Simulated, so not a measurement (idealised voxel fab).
Module name: voxel released beams (process module)
Cross-section cut: width 145 nm, square cells of 5 nm.
Cross-section, as written here: a square-cell grid given band by band from the top down, where a band holds one or more rows of cells. A band entry consists of two parts. The first gives the height of the band's top and the height of its bottom, in nm. The rest lists the band's materials from left to right, each with its width in nm. A single material labelled with the word "all across" fills the band from edge to edge, and the word "empty" marks empty space. Beneath 0, the wafer as received is one material, and that level is where height counting begins. The lowest band goes on downward without a bottom; it is written like "from 0 down". It should be noted that a width expressed as "30->40" varies in equal increments from row to row of cells within the band, taking the value of the first number at the top row and that of the second number at the bottom row. The cross-section has no changed cell in any step marked "remained unchanged". Reported under the label "Closed void register" are the empty spaces having no open way to the top and comprising 8 cells or more; the notation for each is width x height at distance, in which the distance is measured from the left edge and all three values are in nm. Note: text after step settings on the step line = simulator remark on that step. You can add "overlay nm" to a step's line. For a step with a mask, it describes how far the mask lay to the right of its planned position, and a negative number describes a lay to the left.
Set out below are the planned steps of the process
1,op RECEIVE | material Si
2,op CONFORMAL_DEP | material Al2O3 | thk nm 5
3,op DIRECTIONAL_DEP | material SiO2 | thk nm 20
4,op DIRECTIONAL_DEP | material aC | thk nm 10
5,op PATTERN | tone open | mask id ANCHOR | material resist | width nm 25 | thk nm 30 | overlay nm 0
6,op DIRECTIONAL_ETCH | etch materials aC | depth nm 10
7,op STRIP | etch materials resist
8,op DIRECTIONAL_ETCH | etch materials SiO2 | depth nm 20
9,op STRIP | etch materials aC
10,op CONFORMAL_DEP | material polySi | thk nm 10
11,op DIRECTIONAL_DEP | material aC | thk nm 5
12,op PATTERN | tone cover | mask id BEAM | material resist | width nm 80 | thk nm 30 | overlay nm 0
13,op DIRECTIONAL_ETCH | etch materials aC | depth nm 15
14,op STRIP | etch materials resist
15,op DIRECTIONAL_ETCH | etch materials polySi | depth nm 10
16,op STRIP | etch materials aC
17,op STRIP | etch materials SiO2
All wafers enter the flow in the same state. The thk nm at step 11 differs from wafer to wafer, and the plan gives the value for the first wafer.
The first of several wafers in cross-section, exactly as it reached us after step 1
- from 0 down: Si all across
- Closed void register: none
Module end state after final step 17: cross-section of the first of several wafers
- from 35 to 25: empty (30) | polySi (15) | empty (5) | polySi (60) | empty (35)
- from 25 to 15: empty (35) | polySi (10) | empty (5) | polySi (10) | empty (85)
- from 15 to 5: empty (35) | polySi (25) | empty (85)
- from 5 to 0: Al2O3 all across
- from 0 down: Si all across
- Closed void register: none
Module end, final wafer: cross-section
- from 35 to 25: polySi (45) | empty (5) | polySi (95)
- from 25 to 15: SiO2 (35) | polySi (10) | empty (5) | polySi (10) | SiO2 (85)
- from 15 to 5: SiO2 (35) | polySi (25) | SiO2 (85)
- from 5 to 0: Al2O3 all across
- from 0 down: Si all across
- Closed void register: none
wafer rows; end of module; cells per material since receipt: (+) gained, (-) lost; then closed voids
thk nm 5 | +29 Al2O3 | +48 polySi | Closed void register: none
thk nm 10 | +29 Al2O3 | +48 polySi | Closed void register: none
thk nm 15 | +29 Al2O3 | +48 polySi | Closed void register: none
thk nm 20 | +29 Al2O3 | +96 SiO2 | +74 polySi | Closed void register: none
thk nm 25 | +29 Al2O3 | +96 SiO2 | +74 polySi | Closed void register: none
thk nm 30 | +29 Al2O3 | +96 SiO2 | +74 polySi | Closed void register: none
